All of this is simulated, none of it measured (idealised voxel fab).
process module | voxel gate over fins
cross-section cut | 295 nm wide | cells 5 nm
A cross-section is a grid of square cells, given in bands from the top down. A band is one or more rows of cells.
Each band's line starts with the height of the band's top and of its bottom, in nm. Then come its materials from left to right, each with its width in nm. One material with "throughout" fills the band from edge to edge. "air" is empty space.
Height 0 is the level under which the wafer as received is all one material. The lowest band goes on downwards, as in "0 down".
A width such as "30 to 40" changes by the same amount from each row of cells to the next, from the band's top row to its bottom row.
"no change" after a step means that no cell of the cross-section changed.
closed voids: empty space of 8 cells or more with no open way to the top, each as width x height at its distance from the left edge, in nm
after a step's settings: what the simulator itself notes on the step
overlay nm, on a step with a mask: how far to the right of its planned place the mask lay; to the left if negative
plan
1 op RECEIVE | material Si
2 op CONFORMAL_DEP | material SiN | thk nm 10
3 op PATTERN | tone cover | mask id FINS | material resist | width nm 15 | pitch nm 45 | thk nm 20 | overlay nm 0
4 op DIRECTIONAL_ETCH | etch materials SiN | depth nm 10
5 op DIRECTIONAL_ETCH | etch materials Si | depth nm 40
6 op STRIP | etch materials resist
7 op OXIDIZE | depth nm 5
8 op FILL_DEP | material SiO2 | thk nm 15
9 op CMP | height nm 10
10 op SELECTIVE_ETCH | etch materials SiO2 | depth nm 20
11 op STRIP | etch materials SiN
12 op CONFORMAL_DEP | material HfO2 | thk nm 5
13 op CONFORMAL_DEP | material TiN | thk nm 5
14 op FILL_DEP | material W | thk nm 10
15 op CMP | height nm 15
16 op CONFORMAL_DEP | material SiN | thk nm 10
as received, after step 1
  0 down: Si throughout
  closed voids: none
a wafer at the end: this start, this plan, one mistake
  25 to 15: SiN throughout
  15 to 10: W throughout
  10 to 5: W 110 | TiN 30 | W 15 | TiN 30 | W 110
  5 to 0: W 110 | TiN 5 | HfO2 20 | TiN 5 | W 15 | TiN 5 | HfO2 20 | TiN 5 | W 110
  0 to -5: TiN 115 | HfO2 5 | Si 10 | HfO2 5 | TiN 25 | HfO2 5 | Si 10 | HfO2 5 | TiN 115
  -5 to -10: HfO2 120 | Si 10 | HfO2 35 | Si 10 | HfO2 120
  -10 to -45: SiO2 120 | Si 10 | SiO2 35 | Si 10 | SiO2 120
  -45 down: Si throughout
  closed voids: none
what went wrong: step 3 ran as: op PATTERN | tone cover | mask id FINS | material resist | width nm 20 | pitch nm 45 | thk nm 20 | overlay nm 0
